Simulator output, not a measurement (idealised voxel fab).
Presented below is a process module, voxel transistor to metal.
Cross-sectional view cut (width: 275 nm; square cell size: 5 nm).
Cross-sections here: square-cell grids, written as top-down lists of bands, a band being one or more rows of cells.
Per band: top height and bottom height in nm, followed by the left-to-right materials and their widths in nm; "full width" marks a single material spanning edge to edge, "empty" marks empty space.
Zero point of the height axis is 0; under it, received wafer = one material. Lowest band: continues down indefinitely, "0 -> down".
Width spec "30..40" -> top row of cells at first value, bottom row at second value, equal per-row change in between.
It should be understood that the words "no change occurred", when stated for a given step, signify that the cross-section underwent no change in any of its cells during that step.
Heads up: "Sealed void listing" only lists the empty pockets with no open path to the top that are 8 cells or more, and it writes them as width x height at distance, distance from the left edge, in nm.
Note: text after step settings on the step line = simulator remark on that step.
The setting "overlay nm" may be written on the line of a step. When the step uses a mask, the value reports how far to the right of the planned place the mask lay, and a negative value reports that it lay to the left.
# The process steps that were planned are listed below
1,RECEIVE (material Si)
2,CONFORMAL_DEP (material SiO2; thk nm 5)
3,CONFORMAL_DEP (material SiN; thk nm 15)
4,DIRECTIONAL_DEP (material aC; thk nm 10)
5,PATTERN (tone cover; mask id ACTIVE; material resist; width nm 95; pitch nm 120; thk nm 25; overlay nm 0)
6,DIRECTIONAL_ETCH (etch materials aC; depth nm 10)
7,STRIP (etch materials resist)
8,DIRECTIONAL_ETCH (etch materials SiN; depth nm 15)
9,DIRECTIONAL_ETCH (etch materials SiO2; depth nm 5)
10,DIRECTIONAL_ETCH (etch materials Si; depth nm 25)
11,STRIP (etch materials aC)
12,OXIDIZE (depth nm 5)
13,FILL_DEP (material SiO2; thk nm 15)
14,CMP (height nm 20)
15,SELECTIVE_ETCH (etch materials SiO2; depth nm 10)
16,STRIP (etch materials SiN)
17,SELECTIVE_ETCH (etch materials SiO2; depth nm 5)
18,OXIDIZE (depth nm 5)
19,DIRECTIONAL_DEP (material polySi; thk nm 30)
20,DIRECTIONAL_DEP (material SiCN; thk nm 15)
21,DIRECTIONAL_DEP (material aC; thk nm 15)
22,PATTERN (tone cover; mask id GATE; material resist; width nm 25; pitch nm 120; thk nm 30; overlay nm 0)
23,DIRECTIONAL_ETCH (etch materials aC; depth nm 15)
24,STRIP (etch materials resist)
25,DIRECTIONAL_ETCH (etch materials SiCN; depth nm 25)
26,DIRECTIONAL_ETCH (etch materials polySi; depth nm 40)
27,STRIP (etch materials aC)
28,CONFORMAL_DEP (material SiO2; thk nm 5)
29,DIRECTIONAL_ETCH (etch materials SiO2; depth nm 5)
30,CONFORMAL_DEP (material SiN; thk nm 5)
31,DIRECTIONAL_ETCH (etch materials SiN; depth nm 5)
32,DIRECTIONAL_ETCH (etch materials SiO2; depth nm 5)
33,EPI (material pSi; thk nm 5)
34,FILL_DEP (material SiO2; thk nm 5)
35,CMP (height nm 30)
36,STRIP (etch materials polySi)
37,SELECTIVE_ETCH (etch materials SiO2; depth nm 5)
38,CONFORMAL_DEP (material HfO2; thk nm 5)
39,CONFORMAL_DEP (material TiN; thk nm 5)
40,FILL_DEP (material W; thk nm 10)
41,CMP (height nm 25)
42,DIRECTIONAL_DEP (material SiO2; thk nm 15)
43,DIRECTIONAL_DEP (material aC; thk nm 15)
44,PATTERN (tone open; mask id CONTACT; material resist; width nm 15; thk nm 30; overlay nm 0)
45,DIRECTIONAL_ETCH (etch materials aC; depth nm 15)
46,STRIP (etch materials resist)
47,DIRECTIONAL_ETCH (etch materials SiO2; depth nm 40)
48,STRIP (etch materials aC)
49,CONFORMAL_DEP (material TiN; thk nm 5)
50,FILL_DEP (material W; thk nm 5)
51,CMP (height nm 40)
52,CONFORMAL_DEP (material SiN; thk nm 5)
53,DIRECTIONAL_DEP (material SiO2; thk nm 20)
54,PATTERN (tone open; mask id METAL_1; material resist; width nm 15; thk nm 15; overlay nm 0)
55,DIRECTIONAL_ETCH (etch materials SiO2; depth nm 20)
56,DIRECTIONAL_ETCH (etch materials SiN; depth nm 5)
57,STRIP (etch materials resist)
58,CONFORMAL_DEP (material TiN; thk nm 5)
59,FILL_DEP (material Cu; thk nm 5)
60,CMP (height nm 65)
61,CONFORMAL_DEP (material SiCN; thk nm 5)
62,DIRECTIONAL_DEP (material lowk; thk nm 30)
63,MASKED_ETCH (tone open; mask id METAL_2; width nm 15; pitch nm 120; etch materials lowk; depth nm 20; overlay nm 0)
64,PATTERN (tone open; mask id METAL_2_HOLES; material resist; width nm 15; pitch nm 120; thk nm 20; overlay nm -15)
65,DIRECTIONAL_ETCH (etch materials lowk; depth nm 10)
66,DIRECTIONAL_ETCH (etch materials SiCN; depth nm 5)
67,STRIP (etch materials resist)
68,CONFORMAL_DEP (material TiN; thk nm 5)
69,FILL_DEP (material Cu; thk nm 10)
70,CMP (height nm 100)
71,CONFORMAL_DEP (material SiN; thk nm 5)
Keep in mind the plan's value for the overlay nm of step 64 comes from the first wafer; the wafers don't share that setting, but they do share the same starting point.
# Sectional view: first of several wafers, as received, after step 1
    0 -> down: Si full width
    Sealed void listing: none
# Below is a per-wafer table. In it, each row describes the wafer at the end of the module by giving, for each material, the number of cells gained (+) or lost (-) since the wafer was received, and after that the closed voids of the wafer
overlay nm -15 | +28 Cu | +34 HfO2 | -160 Si | +55 SiCN | +122 SiN | +552 SiO2 | +162 TiN | +52 W | +294 lowk | +16 pSi | Sealed void listing: none
overlay nm -10 | +26 Cu | +34 HfO2 | -160 Si | +53 SiCN | +122 SiN | +552 SiO2 | +166 TiN | +52 W | +294 lowk | +16 pSi | Sealed void listing: none
overlay nm -5 | +24 Cu | +34 HfO2 | -160 Si | +51 SiCN | +122 SiN | +552 SiO2 | +170 TiN | +52 W | +294 lowk | +16 pSi | Sealed void listing: none
overlay nm 0 | +28 Cu | +34 HfO2 | -160 Si | +49 SiCN | +122 SiN | +552 SiO2 | +168 TiN | +52 W | +294 lowk | +16 pSi | Sealed void listing: none
overlay nm 5 | +24 Cu | +34 HfO2 | -160 Si | +51 SiCN | +122 SiN | +552 SiO2 | +170 TiN | +52 W | +294 lowk | +16 pSi | Sealed void listing: none
overlay nm 10 | +26 Cu | +34 HfO2 | -160 Si | +53 SiCN | +122 SiN | +552 SiO2 | +166 TiN | +52 W | +294 lowk | +16 pSi | Sealed void listing: none
overlay nm 15 | +28 Cu | +34 HfO2 | -160 Si | +55 SiCN | +122 SiN | +552 SiO2 | +162 TiN | +52 W | +294 lowk | +16 pSi | Sealed void listing: none
